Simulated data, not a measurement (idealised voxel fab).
process module | voxel capacitor over wiring
cross-section cut | 270 nm wide | cells 5 nm
A cross-section is a grid of square cells, given in bands from the top down. A band is one or more rows of cells.
Each band's line starts with the height of the band's top and of its bottom, in nm. Then come its materials from left to right, each with its width in nm. One material with "throughout" fills the band from edge to edge. "air" is empty space.
Height 0 is the level under which the wafer as received is all one material. The lowest band goes on downwards, as in "0 down".
A width such as "30 to 40" changes by the same amount from each row of cells to the next, from the band's top row to its bottom row.
"no change" after a step means that no cell of the cross-section changed.
closed voids: empty space of 8 cells or more with no open way to the top, each as width x height at its distance from the left edge, in nm
after a step's settings: what the simulator itself notes on the step
overlay nm, on a step with a mask: how far to the right of its planned place the mask lay; to the left if negative
plan
1 op RECEIVE | material Si
2 op CONFORMAL_DEP | material SiO2 | thk nm 15
3 op CONFORMAL_DEP | material SiCN | thk nm 5
4 op DIRECTIONAL_DEP | material SiO2 | thk nm 20
5 op PATTERN | tone open | mask id METAL_1 | material resist | width nm 30 | pitch nm 80 | thk nm 20 | overlay nm 0
6 op DIRECTIONAL_ETCH | etch materials SiO2 | depth nm 20
7 op DIRECTIONAL_ETCH | etch materials SiCN | depth nm 5
8 op STRIP | etch materials resist
9 op CONFORMAL_DEP | material TiN | thk nm 5
10 op FILL_DEP | material Cu | thk nm 5
11 op CMP | height nm 40
12 op EPI | material Ru | thk nm 5
13 op FILL_DEP | material SiCN | thk nm 5
14 op DIRECTIONAL_DEP | material lowk | thk nm 20
15 op PATTERN | tone open | mask id PLUG_1 | material resist | width nm 15 | thk nm 15 | overlay nm 0
16 op DIRECTIONAL_ETCH | etch materials lowk | depth nm 20
17 op DIRECTIONAL_ETCH | etch materials SiCN | depth nm 5
18 op STRIP | etch materials resist
19 op EPI | material Ru | thk nm 10
20 op EPI | material Ru | thk nm 10
21 op EPI | material Ru | thk nm 5
22 op DIRECTIONAL_DEP | material TiN | thk nm 5
23 op DIRECTIONAL_DEP | material Al2O3 | thk nm 5
24 op DIRECTIONAL_DEP | material TiN | thk nm 10
25 op DIRECTIONAL_DEP | material aC | thk nm 15
26 op PATTERN | tone cover | mask id UPPER_PLATE | material resist | width nm 55 | thk nm 35 | overlay nm -15
27 op DIRECTIONAL_ETCH | etch materials aC | depth nm 15
28 op STRIP | etch materials resist
29 op DIRECTIONAL_ETCH | etch materials TiN | depth nm 10
30 op DIRECTIONAL_ETCH | etch materials Al2O3 | depth nm 5
31 op STRIP | etch materials aC
32 op MASKED_ETCH | tone cover | mask id LOWER_PLATE | width nm 65 | etch materials TiN | depth nm 5 | overlay nm 0
33 op FILL_DEP | material SiO2 | thk nm 20
34 op CMP | height nm 105
35 op PATTERN | tone open | mask id PLUG_2 | material resist | width nm 15 | thk nm 15 | overlay nm 0
36 op DIRECTIONAL_ETCH | etch materials SiO2 | depth nm 15
37 op STRIP | etch materials resist
38 op CONFORMAL_DEP | material TiN | thk nm 5
39 op FILL_DEP | material W | thk nm 10
40 op CMP | height nm 105
41 op CONFORMAL_DEP | material SiN | thk nm 5
varied across the wafers: overlay nm of step 26. The plan shows the first wafer's value. All wafers start alike
first wafer as received, after step 1
  0 down: Si throughout
  closed voids: none
each wafer at the end: cells of each material gained (+) or lost (-) since it was received, then its closed voids
overlay nm -15 | +11 Al2O3 | +32 Cu | +31 Ru | +131 SiCN | +54 SiN | +653 SiO2 | +70 TiN | +2 W | +204 lowk | closed voids: none
overlay nm -10 | +11 Al2O3 | +32 Cu | +31 Ru | +131 SiCN | +54 SiN | +653 SiO2 | +70 TiN | +2 W | +204 lowk | closed voids: none
overlay nm -5 | +11 Al2O3 | +32 Cu | +31 Ru | +131 SiCN | +54 SiN | +653 SiO2 | +70 TiN | +2 W | +204 lowk | closed voids: none
overlay nm 0 | +11 Al2O3 | +32 Cu | +31 Ru | +131 SiCN | +54 SiN | +653 SiO2 | +70 TiN | +2 W | +204 lowk | closed voids: none
overlay nm 5 | +11 Al2O3 | +32 Cu | +31 Ru | +131 SiCN | +54 SiN | +653 SiO2 | +70 TiN | +2 W | +204 lowk | closed voids: none
overlay nm 10 | +11 Al2O3 | +32 Cu | +31 Ru | +131 SiCN | +54 SiN | +653 SiO2 | +70 TiN | +2 W | +204 lowk | closed voids: none
overlay nm 15 | +11 Al2O3 | +32 Cu | +31 Ru | +131 SiCN | +54 SiN | +653 SiO2 | +70 TiN | +2 W | +204 lowk | closed voids: none
